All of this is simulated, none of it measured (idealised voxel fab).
process module | voxel transistor to metal
cross-section cut | 185 nm wide | cells 5 nm
A cross-section is a grid of square cells, given in bands from the top down. A band is one or more rows of cells.
Each band's line starts with the height of the band's top and of its bottom, in nm. Then come its materials from left to right, each with its width in nm. One material with "throughout" fills the band from edge to edge. "air" is empty space.
Height 0 is the level under which the wafer as received is all one material. The lowest band goes on downwards, as in "0 down".
A width such as "30 to 40" changes by the same amount from each row of cells to the next, from the band's top row to its bottom row.
"no change" after a step means that no cell of the cross-section changed.
closed voids: empty space of 8 cells or more with no open way to the top, each as width x height at its distance from the left edge, in nm
after a step's settings: what the simulator itself notes on the step
overlay nm, on a step with a mask: how far to the right of its planned place the mask lay; to the left if negative
plan
1 op RECEIVE | material Si
2 op CONFORMAL_DEP | material SiO2 | thk nm 5
3 op CONFORMAL_DEP | material SiN | thk nm 10
4 op MASKED_ETCH | tone cover | mask id ACTIVE | width nm 100 | etch materials SiN | depth nm 10 | overlay nm 0
5 op MASKED_ETCH | tone cover | mask id ACTIVE | width nm 100 | etch materials SiO2 | depth nm 5 | overlay nm 0
6 op MASKED_ETCH | tone cover | mask id ACTIVE | width nm 100 | etch materials Si | depth nm 30 | overlay nm 0
7 op FILL_DEP | material SiO2 | thk nm 15
8 op CMP | height nm 15
9 op SELECTIVE_ETCH | etch materials SiO2 | depth nm 5
10 op STRIP | etch materials SiN
11 op SELECTIVE_ETCH | etch materials SiO2 | depth nm 5
12 op OXIDIZE | depth nm 5
13 op DIRECTIONAL_DEP | material polySi | thk nm 30
14 op DIRECTIONAL_DEP | material SiCN | thk nm 15
15 op MASKED_ETCH | tone cover | mask id GATE | width nm 20 | etch materials SiCN | depth nm 25 | overlay nm 0
16 op MASKED_ETCH | tone cover | mask id GATE | width nm 20 | etch materials polySi | depth nm 40 | overlay nm 0
17 op CONFORMAL_DEP | material SiN | thk nm 10
18 op DIRECTIONAL_ETCH | etch materials SiN | depth nm 10
19 op DIRECTIONAL_ETCH | etch materials SiO2 | depth nm 5
20 op DIRECTIONAL_ETCH | etch materials Si | depth nm 5
21 op EPI | material SiGe | thk nm 5
22 op FILL_DEP | material SiO2 | thk nm 10
23 op CMP | height nm 45
24 op DIRECTIONAL_DEP | material SiO2 | thk nm 10
25 op MASKED_ETCH | tone open | mask id CONTACT | width nm 20 | pitch nm 70 | etch materials SiO2 | depth nm 60 | overlay nm 0
26 op CONFORMAL_DEP | material TiN | thk nm 5
27 op FILL_DEP | material Ru | thk nm 10
28 op CMP | height nm 55
29 op CONFORMAL_DEP | material SiN | thk nm 5
30 op DIRECTIONAL_DEP | material SiO2 | thk nm 15
31 op PATTERN | tone open | mask id METAL_1 | material resist | width nm 20 | pitch nm 70 | thk nm 15 | overlay nm 0
32 op DIRECTIONAL_ETCH | etch materials SiO2 | depth nm 15
33 op DIRECTIONAL_ETCH | etch materials SiN | depth nm 5
34 op STRIP | etch materials resist
35 op CONFORMAL_DEP | material TiN | thk nm 5
36 op FILL_DEP | material Cu | thk nm 10
37 op CMP | height nm 75
38 op CONFORMAL_DEP | material SiCN | thk nm 5
39 op DIRECTIONAL_DEP | material lowk | thk nm 30
40 op MASKED_ETCH | tone open | mask id METAL_2_HOLES | width nm 15 | pitch nm 70 | etch materials lowk | depth nm 30 | overlay nm 0
41 op MASKED_ETCH | tone open | mask id METAL_2 | width nm 20 | pitch nm 70 | etch materials lowk | depth nm 15 | overlay nm 0
42 op MASKED_ETCH | tone open | mask id METAL_2 | width nm 20 | pitch nm 70 | etch materials SiCN | depth nm 5 | overlay nm 0
43 op CONFORMAL_DEP | material TiN | thk nm 5
44 op FILL_DEP | material Cu | thk nm 5
45 op CMP | height nm 110
46 op CONFORMAL_DEP | material SiN | thk nm 5
first wafer, as planned
as received, after step 1
  0 down: Si throughout
  closed voids: none
after step 2
  5 to 0: SiO2 throughout
  below 0: unchanged
after step 3
  15 to 5: SiN throughout
  below 5: unchanged
after step 4
  15 to 5: air 40 | SiN 100 | air 45
  below 5: unchanged
after step 5
  15 to 5: air 40 | SiN 100 | air 45
  5 to 0: air 40 | SiO2 100 | air 45
  below 0: unchanged
after step 6
  15 to 5: air 40 | SiN 100 | air 45
  5 to 0: air 40 | SiO2 100 | air 45
  0 to -30: air 40 | Si 100 | air 45
  below -30: unchanged
after step 7
  30 to 15: SiO2 throughout
  15 to 5: SiO2 40 | SiN 100 | SiO2 45
  5 to 0: SiO2 throughout
  0 to -30: SiO2 40 | Si 100 | SiO2 45
  below -30: unchanged
after step 8
  15 to 5: SiO2 40 | SiN 100 | SiO2 45
  below 5: unchanged
after step 9
  15 to 10: air 40 | SiN 100 | air 45
  below 10: unchanged
after step 10
  10 to 5: SiO2 40 | air 100 | SiO2 45
  below 5: unchanged
after step 11
  5 to 0: SiO2 35 | air 110 | SiO2 40
  below 0: unchanged
after step 12
  5 to 0: SiO2 35 | air 110 | SiO2 40
  0 to -5: SiO2 throughout
  below -5: unchanged
after step 13
  35 to 30: polySi 35 | air 110 | polySi 40
  30 to 5: polySi throughout
  5 to 0: SiO2 35 | polySi 110 | SiO2 40
  below 0: unchanged
after step 14
  50 to 45: SiCN 35 | air 110 | SiCN 40
  45 to 35: SiCN throughout
  35 to 30: polySi 35 | SiCN 110 | polySi 40
  below 30: unchanged
after step 15
  45 to 35: air 80 | SiCN 20 | air 85
  35 to 30: polySi 35 | air 45 | SiCN 20 | air 45 | polySi 40
  below 30: unchanged
after step 16
  45 to 30: air 80 | SiCN 20 | air 85
  30 to 5: air 80 | polySi 20 | air 85
  5 to 0: SiO2 35 | air 45 | polySi 20 | air 45 | SiO2 40
  below 0: unchanged
after step 17
  55 to 45: air 70 | SiN 40 | air 75
  45 to 30: air 70 | SiN 10 | SiCN 20 | SiN 10 | air 75
  30 to 15: air 70 | SiN 10 | polySi 20 | SiN 10 | air 75
  15 to 10: SiN 45 | air 25 | SiN 10 | polySi 20 | SiN 10 | air 25 | SiN 50
  10 to 5: SiN 80 | polySi 20 | SiN 85
  5 to 0: SiO2 35 | SiN 45 | polySi 20 | SiN 45 | SiO2 40
  below 0: unchanged
after step 18
  45 to 30: air 70 | SiN 10 | SiCN 20 | SiN 10 | air 75
  30 to 5: air 70 | SiN 10 | polySi 20 | SiN 10 | air 75
  5 to 0: SiO2 35 | SiN 10 | air 25 | SiN 10 | polySi 20 | SiN 10 | air 25 | SiN 10 | SiO2 40
  below 0: unchanged
after step 19
  45 to 30: air 70 | SiN 10 | SiCN 20 | SiN 10 | air 75
  30 to 5: air 70 | SiN 10 | polySi 20 | SiN 10 | air 75
  5 to 0: air 35 | SiN 10 | air 25 | SiN 10 | polySi 20 | SiN 10 | air 25 | SiN 10 | air 40
  0 to -5: SiO2 45 | air 25 | SiO2 40 | air 25 | SiO2 50
  below -5: unchanged
after step 20
  45 to 30: air 70 | SiN 10 | SiCN 20 | SiN 10 | air 75
  30 to 5: air 70 | SiN 10 | polySi 20 | SiN 10 | air 75
  5 to 0: air 35 | SiN 10 | air 25 | SiN 10 | polySi 20 | SiN 10 | air 25 | SiN 10 | air 40
  0 to -5: SiO2 45 | air 25 | SiO2 40 | air 25 | SiO2 50
  -5 to -10: SiO2 40 | Si 5 | air 25 | Si 40 | air 25 | Si 5 | SiO2 45
  below -10: unchanged
after step 21
  45 to 30: air 70 | SiN 10 | SiCN 20 | SiN 10 | air 75
  30 to 5: air 70 | SiN 10 | polySi 20 | SiN 10 | air 75
  5 to 0: air 35 | SiN 10 | air 25 | SiN 10 | polySi 20 | SiN 10 | air 25 | SiN 10 | air 40
  0 to -5: SiO2 45 | SiGe 5 | air 15 | SiGe 5 | SiO2 40 | SiGe 5 | air 15 | SiGe 5 | SiO2 50
  -5 to -10: SiO2 40 | Si 5 | SiGe 25 | Si 40 | SiGe 25 | Si 5 | SiO2 45
  below -10: unchanged
after step 22
  55 to 45: SiO2 throughout
  45 to 30: SiO2 70 | SiN 10 | SiCN 20 | SiN 10 | SiO2 75
  30 to 5: SiO2 70 | SiN 10 | polySi 20 | SiN 10 | SiO2 75
  5 to 0: SiO2 35 | SiN 10 | SiO2 25 | SiN 10 | polySi 20 | SiN 10 | SiO2 25 | SiN 10 | SiO2 40
  0 to -5: SiO2 45 | SiGe 5 | SiO2 15 | SiGe 5 | SiO2 40 | SiGe 5 | SiO2 15 | SiGe 5 | SiO2 50
  below -5: unchanged
after step 23
  45 to 30: SiO2 70 | SiN 10 | SiCN 20 | SiN 10 | SiO2 75
  below 30: unchanged
after step 24
  55 to 45: SiO2 throughout
  below 45: unchanged
after step 25
  55 to 45: SiO2 45 | air 20 | SiO2 50 | air 20 | SiO2 50
  45 to 30: SiO2 45 | air 20 | SiO2 5 | SiN 10 | SiCN 20 | SiN 10 | SiO2 5 | air 20 | SiO2 50
  30 to 5: SiO2 45 | air 20 | SiO2 5 | SiN 10 | polySi 20 | SiN 10 | SiO2 5 | air 20 | SiO2 50
  5 to 0: SiO2 35 | SiN 10 | air 20 | SiO2 5 | SiN 10 | polySi 20 | SiN 10 | SiO2 5 | air 20 | SiN 10 | SiO2 40
  0 to -5: SiO2 45 | SiGe 5 | air 15 | SiGe 5 | SiO2 40 | SiGe 5 | air 15 | SiGe 5 | SiO2 50
  below -5: unchanged
after step 26
  60 to 55: TiN 50 | air 10 | TiN 60 | air 10 | TiN 55
  55 to 45: SiO2 45 | TiN 5 | air 10 | TiN 5 | SiO2 50 | TiN 5 | air 10 | TiN 5 | SiO2 50
  45 to 30: SiO2 45 | TiN 5 | air 10 | TiN 5 | SiO2 5 | SiN 10 | SiCN 20 | SiN 10 | SiO2 5 | TiN 5 | air 10 | TiN 5 | SiO2 50
  30 to 5: SiO2 45 | TiN 5 | air 10 | TiN 5 | SiO2 5 | SiN 10 | polySi 20 | SiN 10 | SiO2 5 | TiN 5 | air 10 | TiN 5 | SiO2 50
  5 to 0: SiO2 35 | SiN 10 | TiN 10 | air 5 | TiN 5 | SiO2 5 | SiN 10 | polySi 20 | SiN 10 | SiO2 5 | TiN 5 | air 5 | TiN 10 | SiN 10 | SiO2 40
  0 to -5: SiO2 45 | SiGe 5 | TiN 15 | SiGe 5 | SiO2 40 | SiGe 5 | TiN 15 | SiGe 5 | SiO2 50
  below -5: unchanged
after step 27
  70 to 60: Ru throughout
  60 to 55: TiN 50 | Ru 10 | TiN 60 | Ru 10 | TiN 55
  55 to 45: SiO2 45 | TiN 5 | Ru 10 | TiN 5 | SiO2 50 | TiN 5 | Ru 10 | TiN 5 | SiO2 50
  45 to 30: SiO2 45 | TiN 5 | Ru 10 | TiN 5 | SiO2 5 | SiN 10 | SiCN 20 | SiN 10 | SiO2 5 | TiN 5 | Ru 10 | TiN 5 | SiO2 50
  30 to 5: SiO2 45 | TiN 5 | Ru 10 | TiN 5 | SiO2 5 | SiN 10 | polySi 20 | SiN 10 | SiO2 5 | TiN 5 | Ru 10 | TiN 5 | SiO2 50
  5 to 0: SiO2 35 | SiN 10 | TiN 10 | Ru 5 | TiN 5 | SiO2 5 | SiN 10 | polySi 20 | SiN 10 | SiO2 5 | TiN 5 | Ru 5 | TiN 10 | SiN 10 | SiO2 40
  below 0: unchanged
after step 28
  55 to 45: SiO2 45 | TiN 5 | Ru 10 | TiN 5 | SiO2 50 | TiN 5 | Ru 10 | TiN 5 | SiO2 50
  below 45: unchanged
after step 29
  60 to 55: SiN throughout
  below 55: unchanged
after step 30
  75 to 60: SiO2 throughout
  below 60: unchanged
after step 31
  90 to 75: resist 45 | air 20 | resist 50 | air 20 | resist 50
  below 75: unchanged
after step 32
  90 to 75: resist 45 | air 20 | resist 50 | air 20 | resist 50
  75 to 60: SiO2 45 | air 20 | SiO2 50 | air 20 | SiO2 50
  below 60: unchanged
after step 33
  90 to 75: resist 45 | air 20 | resist 50 | air 20 | resist 50
  75 to 60: SiO2 45 | air 20 | SiO2 50 | air 20 | SiO2 50
  60 to 55: SiN 45 | air 20 | SiN 50 | air 20 | SiN 50
  below 55: unchanged
after step 34
  75 to 60: SiO2 45 | air 20 | SiO2 50 | air 20 | SiO2 50
  below 60: unchanged
after step 35
  80 to 75: TiN 50 | air 10 | TiN 60 | air 10 | TiN 55
  75 to 60: SiO2 45 | TiN 5 | air 10 | TiN 5 | SiO2 50 | TiN 5 | air 10 | TiN 5 | SiO2 50
  60 to 55: SiN 45 | TiN 20 | SiN 50 | TiN 20 | SiN 50
  below 55: unchanged
after step 36
  90 to 80: Cu throughout
  80 to 75: TiN 50 | Cu 10 | TiN 60 | Cu 10 | TiN 55
  75 to 60: SiO2 45 | TiN 5 | Cu 10 | TiN 5 | SiO2 50 | TiN 5 | Cu 10 | TiN 5 | SiO2 50
  below 60: unchanged
after step 37
  75 to 60: SiO2 45 | TiN 5 | Cu 10 | TiN 5 | SiO2 50 | TiN 5 | Cu 10 | TiN 5 | SiO2 50
  below 60: unchanged
after step 38
  80 to 75: SiCN throughout
  below 75: unchanged
after step 39
  110 to 80: lowk throughout
  below 80: unchanged
after step 40
  110 to 80: lowk 45 | air 15 | lowk 55 | air 15 | lowk 55
  below 80: unchanged
after step 41
  110 to 95: lowk 45 | air 20 | lowk 50 | air 20 | lowk 50
  below 95: unchanged
after step 42
  110 to 95: lowk 45 | air 20 | lowk 50 | air 20 | lowk 50
  95 to 80: lowk 45 | air 15 | lowk 55 | air 15 | lowk 55
  80 to 75: SiCN 45 | air 15 | SiCN 55 | air 15 | SiCN 55
  below 75: unchanged
after step 43
  115 to 110: TiN 50 | air 10 | TiN 60 | air 10 | TiN 55
  110 to 100: lowk 45 | TiN 5 | air 10 | TiN 5 | lowk 50 | TiN 5 | air 10 | TiN 5 | lowk 50
  100 to 95: lowk 45 | TiN 5 | air 5 | TiN 10 | lowk 50 | TiN 5 | air 5 | TiN 10 | lowk 50
  95 to 80: lowk 45 | TiN 5 | air 5 | TiN 5 | lowk 55 | TiN 5 | air 5 | TiN 5 | lowk 55
  80 to 75: SiCN 45 | TiN 15 | SiCN 55 | TiN 15 | SiCN 55
  below 75: unchanged
after step 44
  120 to 115: Cu throughout
  115 to 110: TiN 50 | Cu 10 | TiN 60 | Cu 10 | TiN 55
  110 to 100: lowk 45 | TiN 5 | Cu 10 | TiN 5 | lowk 50 | TiN 5 | Cu 10 | TiN 5 | lowk 50
  100 to 95: lowk 45 | TiN 5 | Cu 5 | TiN 10 | lowk 50 | TiN 5 | Cu 5 | TiN 10 | lowk 50
  95 to 80: lowk 45 | TiN 5 | Cu 5 | TiN 5 | lowk 55 | TiN 5 | Cu 5 | TiN 5 | lowk 55
  below 80: unchanged
after step 45
  110 to 100: lowk 45 | TiN 5 | Cu 10 | TiN 5 | lowk 50 | TiN 5 | Cu 10 | TiN 5 | lowk 50
  below 100: unchanged
after step 46
  115 to 110: SiN throughout
  below 110: unchanged
second wafer: like start, like plan, one mistake. Through step 26 it matches the first wafer
when step 27 should have ended
  70 to 60: Cu throughout
  60 to 55: TiN 50 | Cu 10 | TiN 60 | Cu 10 | TiN 55
  55 to 45: SiO2 45 | TiN 5 | Cu 10 | TiN 5 | SiO2 50 | TiN 5 | Cu 10 | TiN 5 | SiO2 50
  45 to 30: SiO2 45 | TiN 5 | Cu 10 | TiN 5 | SiO2 5 | SiN 10 | SiCN 20 | SiN 10 | SiO2 5 | TiN 5 | Cu 10 | TiN 5 | SiO2 50
  30 to 5: SiO2 45 | TiN 5 | Cu 10 | TiN 5 | SiO2 5 | SiN 10 | polySi 20 | SiN 10 | SiO2 5 | TiN 5 | Cu 10 | TiN 5 | SiO2 50
  5 to 0: SiO2 35 | SiN 10 | TiN 10 | Cu 5 | TiN 5 | SiO2 5 | SiN 10 | polySi 20 | SiN 10 | SiO2 5 | TiN 5 | Cu 5 | TiN 10 | SiN 10 | SiO2 40
  below 0: unchanged
when step 28 should have ended
  55 to 45: SiO2 45 | TiN 5 | Cu 10 | TiN 5 | SiO2 50 | TiN 5 | Cu 10 | TiN 5 | SiO2 50
  below 45: unchanged
when step 29 should have ended
  60 to 55: SiN throughout
  below 55: unchanged
when step 30 should have ended
  75 to 60: SiO2 throughout
  below 60: unchanged
when step 31 should have ended
  90 to 75: resist 45 | air 20 | resist 50 | air 20 | resist 50
  below 75: unchanged
when step 32 should have ended
  90 to 75: resist 45 | air 20 | resist 50 | air 20 | resist 50
  75 to 60: SiO2 45 | air 20 | SiO2 50 | air 20 | SiO2 50
  below 60: unchanged
when step 33 should have ended
  90 to 75: resist 45 | air 20 | resist 50 | air 20 | resist 50
  75 to 60: SiO2 45 | air 20 | SiO2 50 | air 20 | SiO2 50
  60 to 55: SiN 45 | air 20 | SiN 50 | air 20 | SiN 50
  below 55: unchanged
when step 34 should have ended
  75 to 60: SiO2 45 | air 20 | SiO2 50 | air 20 | SiO2 50
  below 60: unchanged
when step 35 should have ended
  80 to 75: TiN 50 | air 10 | TiN 60 | air 10 | TiN 55
  75 to 60: SiO2 45 | TiN 5 | air 10 | TiN 5 | SiO2 50 | TiN 5 | air 10 | TiN 5 | SiO2 50
  60 to 55: SiN 45 | TiN 20 | SiN 50 | TiN 20 | SiN 50
  below 55: unchanged
when step 36 should have ended
  90 to 80: Cu throughout
  80 to 75: TiN 50 | Cu 10 | TiN 60 | Cu 10 | TiN 55
  75 to 60: SiO2 45 | TiN 5 | Cu 10 | TiN 5 | SiO2 50 | TiN 5 | Cu 10 | TiN 5 | SiO2 50
  below 60: unchanged
when step 37 should have ended
  75 to 60: SiO2 45 | TiN 5 | Cu 10 | TiN 5 | SiO2 50 | TiN 5 | Cu 10 | TiN 5 | SiO2 50
  below 60: unchanged
when step 38 should have ended
  80 to 75: SiCN throughout
  below 75: unchanged
when step 39 should have ended
  110 to 80: lowk throughout
  below 80: unchanged
when step 40 should have ended
  110 to 80: lowk 45 | air 15 | lowk 55 | air 15 | lowk 55
  below 80: unchanged
when step 41 should have ended
  110 to 95: lowk 45 | air 20 | lowk 50 | air 20 | lowk 50
  below 95: unchanged
when step 42 should have ended
  110 to 95: lowk 45 | air 20 | lowk 50 | air 20 | lowk 50
  95 to 80: lowk 45 | air 15 | lowk 55 | air 15 | lowk 55
  80 to 75: SiCN 45 | air 15 | SiCN 55 | air 15 | SiCN 55
  below 75: unchanged
when step 43 should have ended
  115 to 110: TiN 50 | air 10 | TiN 60 | air 10 | TiN 55
  110 to 100: lowk 45 | TiN 5 | air 10 | TiN 5 | lowk 50 | TiN 5 | air 10 | TiN 5 | lowk 50
  100 to 95: lowk 45 | TiN 5 | air 5 | TiN 10 | lowk 50 | TiN 5 | air 5 | TiN 10 | lowk 50
  95 to 80: lowk 45 | TiN 5 | air 5 | TiN 5 | lowk 55 | TiN 5 | air 5 | TiN 5 | lowk 55
  80 to 75: SiCN 45 | TiN 15 | SiCN 55 | TiN 15 | SiCN 55
  below 75: unchanged
when step 44 should have ended
  120 to 115: Cu throughout
  115 to 110: TiN 50 | Cu 10 | TiN 60 | Cu 10 | TiN 55
  110 to 100: lowk 45 | TiN 5 | Cu 10 | TiN 5 | lowk 50 | TiN 5 | Cu 10 | TiN 5 | lowk 50
  100 to 95: lowk 45 | TiN 5 | Cu 5 | TiN 10 | lowk 50 | TiN 5 | Cu 5 | TiN 10 | lowk 50
  95 to 80: lowk 45 | TiN 5 | Cu 5 | TiN 5 | lowk 55 | TiN 5 | Cu 5 | TiN 5 | lowk 55
  below 80: unchanged
when step 45 should have ended
  110 to 100: lowk 45 | TiN 5 | Cu 10 | TiN 5 | lowk 50 | TiN 5 | Cu 10 | TiN 5 | lowk 50
  below 100: unchanged
when step 46 should have ended
  115 to 110: SiN throughout
  below 110: unchanged
what went wrong: step 27 ran as: op FILL_DEP | material Cu | thk nm 10
at the end the second wafer has, in cells: 42 more of Cu | 42 fewer of Ru
